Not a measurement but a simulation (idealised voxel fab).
The following is a process module called voxel gate over fins.
For reference, the cross-section in this document is cut, with width 265 nm and square cells of 5 nm.
Reading order for cross-sections: top band down to bottom band. Underlying form: a grid of square cells. Band size: one or more rows of cells.
Band: top height; bottom height; in nm. Then, left to right: material with width in nm, for each material. "throughout": a single material spanning edge to edge. "blank": empty space.
Heights are expressed relative to 0, this being the level below which the as-received wafer comprises one material exclusively. The lowest band is unbounded in the downward direction and is denoted as in "0 nm and below".
A width given as "30..40" starts at the first number in the band's top row and ends at the second number in its bottom row, shifting by an equal amount at every step from row to row.
"left unchanged", as given for a step, is the statement that not any cell of the cross-section underwent a change during that step.
Voids not open to the top, 8 cells minimum: see "Closed void catalog". Written width x height at distance; distance is from the left edge; nm.
Read whatever lies past the settings on a step's line as the simulator's own remark about the step.
"overlay nm" answers the question of how far to the right of plan the mask lay on a step that has a mask, and when it is negative the answer is to the left.
# Planned process steps
1,RECEIVE [material Si]
2,CONFORMAL_DEP [material SiN] [thk nm 5]
3,DIRECTIONAL_DEP [material aC] [thk nm 10]
4,PATTERN [tone cover] [mask id FINS] [material resist] [width nm 15] [pitch nm 40] [thk nm 30] [overlay nm 0]
5,DIRECTIONAL_ETCH [etch materials aC] [depth nm 10]
6,STRIP [etch materials resist]
7,DIRECTIONAL_ETCH [etch materials SiN] [depth nm 5]
8,DIRECTIONAL_ETCH [etch materials Si] [depth nm 30]
9,STRIP [etch materials aC]
10,OXIDIZE [depth nm 5]
11,FILL_DEP [material SiO2] [thk nm 15]
12,CMP [height nm 5]
13,SELECTIVE_ETCH [etch materials SiO2] [depth nm 20]
14,STRIP [etch materials SiN]
15,CONFORMAL_DEP [material HfO2] [thk nm 5]
16,CONFORMAL_DEP [material TiN] [thk nm 5]
17,FILL_DEP [material W] [thk nm 15]
18,CMP [height nm 20]
19,CONFORMAL_DEP [material SiN] [thk nm 10]
# Incoming wafer, cross-sectional view, post step 1
	0 nm and below = Si throughout
	Closed void catalog: none
# First wafer of two, sectioned at end of module; run went per plan
	30 nm to 20 nm = SiN throughout
	20 nm to 10 nm = W throughout
	10 nm to 5 nm = W: 100 / TiN: 25 / W: 15 / TiN: 25 / W: 100
	5 nm to 0 nm = W: 100 / TiN: 5 / HfO2: 15 / TiN: 5 / W: 15 / TiN: 5 / HfO2: 15 / TiN: 5 / W: 100
	0 nm to -5 nm = W: 100 / TiN: 5 / HfO2: 5 / Si: 5 / HfO2: 5 / TiN: 5 / W: 15 / TiN: 5 / HfO2: 5 / Si: 5 / HfO2: 5 / TiN: 5 / W: 100
	-5 nm to -10 nm = TiN: 105 / HfO2: 5 / Si: 5 / HfO2: 5 / TiN: 25 / HfO2: 5 / Si: 5 / HfO2: 5 / TiN: 105
	-10 nm to -15 nm = HfO2: 110 / Si: 5 / HfO2: 35 / Si: 5 / HfO2: 110
	-15 nm to -35 nm = SiO2: 110 / Si: 5 / SiO2: 35 / Si: 5 / SiO2: 110
	-35 nm and below = Si throughout
	Closed void catalog: none
# Now the second wafer, cross-sectioned at the end of the module. Nothing different at the start, nothing different in the plan compared with the first, just one mistake when it was actually run
	30 nm to 20 nm = SiN throughout
	20 nm to 10 nm = W throughout
	10 nm to 5 nm = W: 95 / TiN: 35 / W: 5 / TiN: 35 / W: 95
	5 nm to 0 nm = W: 95 / TiN: 5 / HfO2: 25 / TiN: 5 / W: 5 / TiN: 5 / HfO2: 25 / TiN: 5 / W: 95
	0 nm to -5 nm = W: 95 / TiN: 5 / HfO2: 5 / Si: 15 / HfO2: 5 / TiN: 5 / W: 5 / TiN: 5 / HfO2: 5 / Si: 15 / HfO2: 5 / TiN: 5 / W: 95
	-5 nm to -10 nm = TiN: 100 / HfO2: 5 / Si: 15 / HfO2: 5 / TiN: 15 / HfO2: 5 / Si: 15 / HfO2: 5 / TiN: 100
	-10 nm to -15 nm = HfO2: 105 / Si: 15 / HfO2: 25 / Si: 15 / HfO2: 105
	-15 nm to -35 nm = SiO2: 105 / Si: 15 / SiO2: 25 / Si: 15 / SiO2: 105
	-35 nm and below = Si throughout
	Closed void catalog: none
So what did we get wrong on this run? step 4 was run on a setting that differed from the plan, and what really ran there is PATTERN [tone cover] [mask id FINS] [material resist] [width nm 25] [pitch nm 40] [thk nm 30] [overlay nm 0]
Wafer comparison, final, in cells, second relative to first, materials more or fewer: +28 Si; -16 SiO2; -12 W
